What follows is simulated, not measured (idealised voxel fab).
Documented hereafter: the process module known as voxel ribs on slabs.
The figure presents cross-section cut, which has a width of 210 nm and is divided into square cells with an edge length of 5 nm.
When this document writes out a cross-section, it uses a grid of square cells and lists it as bands, beginning at the top and moving down, with a band standing for one or more rows of cells.
Heights first: top, then bottom, in nm. Then materials, left to right, each with a width in nm. "everywhere" on a single material: fills the band edge to edge. "empty": empty space.
Height datum 0, below which the as-received substrate wafer is one material. Lowest band open at the bottom, running downward: "from 0 down".
The two numbers in a width such as "30..40" mark its ends across the band: the first belongs to the top row of cells, the second to the bottom row, and from each row to the next the width moves by the same amount.
"no alteration" for a step: no cell of the cross-section changed in that step.
The entry "Enclosed void catalog" lists the empty spaces that cover at least 8 cells and have no open path to the top. Each is written as width x height at distance, where the distance is measured from the left edge and all three values are in nm.
Heads up: the bit after the settings on a step's line is the simulator's remark on that step.
If you see "overlay nm" on a step's line and that step has a mask, it's telling you how far right of where it was planned the mask ended up; a negative number means it went left instead.
**Process steps (planned)**
step 1: RECEIVE | material Si
step 2: DIRECTIONAL_DEP | material SiO2 | thk nm 20
step 3: DIRECTIONAL_DEP | material polySi | thk nm 15
step 4: PATTERN | tone cover | mask id RIB | material resist | width nm 15 | thk nm 15 | overlay nm 0
step 5: DIRECTIONAL_ETCH | etch materials polySi | depth nm 10
step 6: STRIP | etch materials resist
step 7: MASKED_ETCH | tone cover | mask id SLAB | width nm 65 | etch materials polySi | depth nm 5 | overlay nm 0
step 8: FILL_DEP | material SiO2 | thk nm 15
step 9: CMP | height nm 45
step 10: DIRECTIONAL_DEP | material W | thk nm 10
step 11: DIRECTIONAL_DEP | material aC | thk nm 10
step 12: PATTERN | tone cover | mask id HEATER | material resist | width nm 25 | thk nm 25 | overlay nm 0
step 13: DIRECTIONAL_ETCH | etch materials aC | depth nm 10
step 14: STRIP | etch materials resist
step 15: DIRECTIONAL_ETCH | etch materials W | depth nm 10
step 16: STRIP | etch materials aC
step 17: CONFORMAL_DEP | material SiN | thk nm 5
**Cross-section of the incoming wafer, state after step 1**
* from 0 down = Si everywhere
* Enclosed void catalog: none
**Figure: cross-sectional view of the wafer upon completion of the module, processed from the initial state and according to the plan depicted above, with one error introduced during execution**
* from 55 to 45 = empty (90)  W (25)  empty (95)
* from 45 to 35 = SiO2 everywhere
* from 35 to 25 = SiO2 (95)  polySi (15)  SiO2 (100)
* from 25 to 20 = SiO2 (70)  polySi (65)  SiO2 (75)
* from 20 to 0 = SiO2 everywhere
* from 0 down = Si everywhere
* Enclosed void catalog: none
What was the processing mistake? skipped: plan step 17 (never run)
